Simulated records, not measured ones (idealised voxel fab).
process module | voxel ribs on slabs
cross-section cut | 285 nm wide | cells 5 nm
A cross-section is a grid of square cells, given in bands from the top down. A band is one or more rows of cells.
Each band's line starts with the height of the band's top and of its bottom, in nm. Then come its materials from left to right, each with its width in nm. One material with "throughout" fills the band from edge to edge. "air" is empty space.
Height 0 is the level under which the wafer as received is all one material. The lowest band goes on downwards, as in "0 down".
A width such as "30 to 40" changes by the same amount from each row of cells to the next, from the band's top row to its bottom row.
"no change" after a step means that no cell of the cross-section changed.
closed voids: empty space of 8 cells or more with no open way to the top, each as width x height at its distance from the left edge, in nm
after a step's settings: what the simulator itself notes on the step
overlay nm, on a step with a mask: how far to the right of its planned place the mask lay; to the left if negative
plan
1 op RECEIVE | material Si
2 op DIRECTIONAL_DEP | material SiO2 | thk nm 20
3 op DIRECTIONAL_DEP | material polySi | thk nm 25
4 op PATTERN | tone cover | mask id RIB | material resist | width nm 30 | thk nm 15 | overlay nm 0
5 op DIRECTIONAL_ETCH | etch materials polySi | depth nm 10
6 op STRIP | etch materials resist
7 op DIRECTIONAL_DEP | material aC | thk nm 10
8 op PATTERN | tone cover | mask id SLAB | material resist | width nm 90 | thk nm 30 | overlay nm 0
9 op DIRECTIONAL_ETCH | etch materials aC | depth nm 10
10 op STRIP | etch materials resist
11 op DIRECTIONAL_ETCH | etch materials polySi | depth nm 5
12 op STRIP | etch materials aC
13 op FILL_DEP | material SiO2 | thk nm 20
14 op CMP | height nm 60
15 op DIRECTIONAL_DEP | material W | thk nm 5
16 op MASKED_ETCH | tone cover | mask id HEATER | width nm 40 | etch materials W | depth nm 5 | overlay nm 0
17 op CONFORMAL_DEP | material SiO2 | thk nm 10
varied across the wafers: depth nm of step 11. The plan shows the first wafer's value. All wafers start alike
first wafer as received, after step 1
  0 down: Si throughout
  closed voids: none
each wafer at the end: cells of each material gained (+) or lost (-) since it was received, then its closed voids
depth nm 5 | +658 SiO2 | +8 W | +144 polySi | closed voids: none
depth nm 10 | +697 SiO2 | +8 W | +105 polySi | closed voids: none
depth nm 15 | +736 SiO2 | +8 W | +66 polySi | closed voids: none
depth nm 20 | +736 SiO2 | +8 W | +66 polySi | closed voids: none
depth nm 25 | +736 SiO2 | +8 W | +66 polySi | closed voids: none
depth nm 30 | +736 SiO2 | +8 W | +66 polySi | closed voids: none
